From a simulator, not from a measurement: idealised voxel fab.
voxel transistor to metal: a process module
It is cross-section cut that appears here, measuring 290 nm in width, its square cells being 5 nm in size.
If you're reading a cross-section in this doc, picture square cells in a grid; it comes to you as bands, top ones listed first down to the bottom, and a band can be one or more rows of cells.
Band entry format. Leading values: height of top, height of bottom, nm. Remainder: materials in left-to-right order, each with its width in nm. Special words: "everywhere" on a single material, which then fills the band edge to edge; "blank", empty space.
Heads up on the height convention: 0 is the point under which the incoming wafer is all one material, and the lowest band has no bottom, it just keeps going down, like "0..down".
Think of "30..40" as a width that walks from the first number to the second as you go down the band, top row to bottom row, taking equal-sized steps from row to row.
The designation "remains unaltered", where it is given for a processing step, indicates that no cell of the cross-section was altered in the course of that step.
Listed in "Closed internal voids": every empty space of 8 or more cells without an open way to the top. Form: width x height at distance, the distance being from the left edge, all in nm.
What comes after the settings on a step's line is commentary from the simulator itself on that step.
overlay nm: on a step with a mask, how far right of its planned place the mask lay; negative means left.

PROCESS STEPS - PLAN
- 1: RECEIVE,material Si
- 2: OXIDIZE,depth nm 5
- 3: CONFORMAL_DEP,material SiN,thk nm 15
- 4: DIRECTIONAL_DEP,material aC,thk nm 15
- 5: PATTERN,tone cover,mask id ACTIVE,material resist,width nm 105,pitch nm 125,thk nm 30,overlay nm 0
- 6: DIRECTIONAL_ETCH,etch materials aC,depth nm 15
- 7: STRIP,etch materials resist
- 8: DIRECTIONAL_ETCH,etch materials SiN,depth nm 15
- 9: DIRECTIONAL_ETCH,etch materials SiO2,depth nm 5
- 10: DIRECTIONAL_ETCH,etch materials Si,depth nm 25
- 11: STRIP,etch materials aC
- 12: OXIDIZE,depth nm 5
- 13: FILL_DEP,material SiO2,thk nm 10
- 14: CMP,height nm 15
- 15: SELECTIVE_ETCH,etch materials SiO2,depth nm 15
- 16: STRIP,etch materials SiN
- 17: SELECTIVE_ETCH,etch materials SiO2,depth nm 5
- 18: OXIDIZE,depth nm 5
- 19: DIRECTIONAL_DEP,material polySi,thk nm 20
- 20: DIRECTIONAL_DEP,material SiCN,thk nm 10
- 21: MASKED_ETCH,tone cover,mask id GATE,width nm 25,pitch nm 125,etch materials SiCN,depth nm 20,overlay nm 0
- 22: MASKED_ETCH,tone cover,mask id GATE,width nm 25,pitch nm 125,etch materials polySi,depth nm 30,overlay nm 0
- 23: CONFORMAL_DEP,material SiO2,thk nm 5
- 24: DIRECTIONAL_ETCH,etch materials SiO2,depth nm 5
- 25: CONFORMAL_DEP,material SiN,thk nm 10
- 26: DIRECTIONAL_ETCH,etch materials SiN,depth nm 10
- 27: DIRECTIONAL_ETCH,etch materials SiO2,depth nm 5
- 28: DIRECTIONAL_ETCH,etch materials Si,depth nm 15
- 29: EPI,material nSi,thk nm 20
- 30: FILL_DEP,material SiO2,thk nm 10
- 31: CMP,height nm 25
- 32: DIRECTIONAL_DEP,material SiO2,thk nm 15
- 33: MASKED_ETCH,tone open,mask id CONTACT,width nm 20,etch materials SiO2,depth nm 30,overlay nm 0
- 34: CONFORMAL_DEP,material TiN,thk nm 5
- 35: FILL_DEP,material Ru,thk nm 5
- 36: CMP,height nm 40
- 37: CONFORMAL_DEP,material SiCN,thk nm 5
- 38: DIRECTIONAL_DEP,material SiO2,thk nm 25
- 39: DIRECTIONAL_DEP,material aC,thk nm 10
- 40: PATTERN,tone open,mask id METAL_1,material resist,width nm 20,thk nm 30,overlay nm -15
- 41: DIRECTIONAL_ETCH,etch materials aC,depth nm 10
- 42: STRIP,etch materials resist
- 43: DIRECTIONAL_ETCH,etch materials SiO2,depth nm 25
- 44: DIRECTIONAL_ETCH,etch materials SiCN,depth nm 5
- 45: STRIP,etch materials aC
- 46: CONFORMAL_DEP,material TiN,thk nm 5
- 47: FILL_DEP,material Cu,thk nm 10
- 48: CMP,height nm 70
- 49: CONFORMAL_DEP,material SiCN,thk nm 5
- 50: DIRECTIONAL_DEP,material SiO2,thk nm 25
- 51: PATTERN,tone open,mask id METAL_2,material resist,width nm 20,pitch nm 125,thk nm 20,overlay nm 0
- 52: DIRECTIONAL_ETCH,etch materials SiO2,depth nm 15
- 53: STRIP,etch materials resist
- 54: DIRECTIONAL_DEP,material aC,thk nm 15
- 55: PATTERN,tone open,mask id METAL_2_HOLES,material resist,width nm 15,pitch nm 125,thk nm 30,overlay nm 0
- 56: DIRECTIONAL_ETCH,etch materials aC,depth nm 15
- 57: STRIP,etch materials resist
- 58: DIRECTIONAL_ETCH,etch materials SiO2,depth nm 10
- 59: DIRECTIONAL_ETCH,etch materials SiCN,depth nm 5
- 60: STRIP,etch materials aC
- 61: CONFORMAL_DEP,material TiN,thk nm 5
- 62: FILL_DEP,material Ru,thk nm 10
- 63: CMP,height nm 100
- 64: CONFORMAL_DEP,material SiCN,thk nm 5
The overlay nm used in step 40 is not the same on every wafer, whereas the starting condition is; the value printed in the plan is the first wafer's.

CROSS-SECTION OF THE FIRST OF SEVERAL WAFERS ON RECEIPT, REFLECTING COMPLETION OF STEP 1
> 0..down: Si everywhere
> Closed internal voids: none

EVERY ROW IN THIS TABLE IS A WAFER AT THE END OF THE MODULE, AND IT GIVES, FOR EACH OF THE MATERIALS, THE CELLS THAT WAFER HAS GAINED (+) OR LOST (-) SINCE IT WAS RECEIVED, THEN ITS CLOSED VOIDS
overlay nm -15 | +40 Cu | +54 Ru | -264 Si | +172 SiCN | +48 SiN | +872 SiO2 | +140 TiN | +116 nSi | +40 polySi | Closed internal voids: none
overlay nm -10 | +40 Cu | +54 Ru | -264 Si | +172 SiCN | +48 SiN | +872 SiO2 | +140 TiN | +116 nSi | +40 polySi | Closed internal voids: none
overlay nm -5 | +40 Cu | +54 Ru | -264 Si | +172 SiCN | +48 SiN | +872 SiO2 | +140 TiN | +116 nSi | +40 polySi | Closed internal voids: none
overlay nm 0 | +40 Cu | +54 Ru | -264 Si | +172 SiCN | +48 SiN | +872 SiO2 | +140 TiN | +116 nSi | +40 polySi | Closed internal voids: none
overlay nm 5 | +40 Cu | +54 Ru | -264 Si | +172 SiCN | +48 SiN | +872 SiO2 | +140 TiN | +116 nSi | +40 polySi | Closed internal voids: none
overlay nm 10 | +40 Cu | +54 Ru | -264 Si | +172 SiCN | +48 SiN | +872 SiO2 | +140 TiN | +116 nSi | +40 polySi | Closed internal voids: none
overlay nm 15 | +40 Cu | +54 Ru | -264 Si | +172 SiCN | +48 SiN | +872 SiO2 | +140 TiN | +116 nSi | +40 polySi | Closed internal voids: none
